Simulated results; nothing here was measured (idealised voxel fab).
process module | voxel self aligned vias
cross-section cut | 215 nm wide | cells 5 nm
A cross-section is a grid of square cells, given in bands from the top down. A band is one or more rows of cells.
Each band's line starts with the height of the band's top and of its bottom, in nm. Then come its materials from left to right, each with its width in nm. One material with "throughout" fills the band from edge to edge. "air" is empty space.
Height 0 is the level under which the wafer as received is all one material. The lowest band goes on downwards, as in "0 down".
A width such as "30 to 40" changes by the same amount from each row of cells to the next, from the band's top row to its bottom row.
"no change" after a step means that no cell of the cross-section changed.
closed voids: empty space of 8 cells or more with no open way to the top, each as width x height at its distance from the left edge, in nm
after a step's settings: what the simulator itself notes on the step
overlay nm, on a step with a mask: how far to the right of its planned place the mask lay; to the left if negative
plan
1 op RECEIVE | material Si
2 op CONFORMAL_DEP | material SiO2 | thk nm 15
3 op CONFORMAL_DEP | material SiCN | thk nm 5
4 op DIRECTIONAL_DEP | material lowk | thk nm 30
5 op PATTERN | tone open | mask id LINES | material resist | width nm 30 | pitch nm 70 | thk nm 15 | overlay nm 0
6 op DIRECTIONAL_ETCH | etch materials lowk | depth nm 30
7 op STRIP | etch materials resist
8 op CONFORMAL_DEP | material TiN | thk nm 5
9 op FILL_DEP | material W | thk nm 10
10 op CMP | height nm 50
11 op SELECTIVE_ETCH | etch materials W Ru TiN | depth nm 5
12 op FILL_DEP | material SiN | thk nm 5
13 op CMP | height nm 50
14 op DIRECTIONAL_DEP | material lowk | thk nm 15
15 op MASKED_ETCH | tone open | mask id VIAS | width nm 40 | pitch nm 70 | etch materials lowk | depth nm 15 | overlay nm 0
16 op MASKED_ETCH | tone open | mask id VIAS | width nm 50 | pitch nm 70 | etch materials SiN | depth nm 5 | overlay nm 0
17 op CONFORMAL_DEP | material TiN | thk nm 5
18 op FILL_DEP | material W | thk nm 5
19 op CMP | height nm 65
20 op CONFORMAL_DEP | material SiCN | thk nm 5
varied across the wafers: width nm of step 15. The plan shows the first wafer's value. All wafers start alike
first wafer as received, after step 1
  0 down: Si throughout
  closed voids: none
each wafer at the end: cells of each material gained (+) or lost (-) since it was received, then its closed voids
width nm 40 | +86 SiCN | +129 SiO2 | +56 TiN | +64 W | +267 lowk | closed voids: none
width nm 45 | +86 SiCN | +129 SiO2 | +58 TiN | +68 W | +261 lowk | closed voids: none
width nm 50 | +86 SiCN | +129 SiO2 | +60 TiN | +72 W | +255 lowk | closed voids: none
width nm 55 | +86 SiCN | +129 SiO2 | +62 TiN | +76 W | +249 lowk | closed voids: none
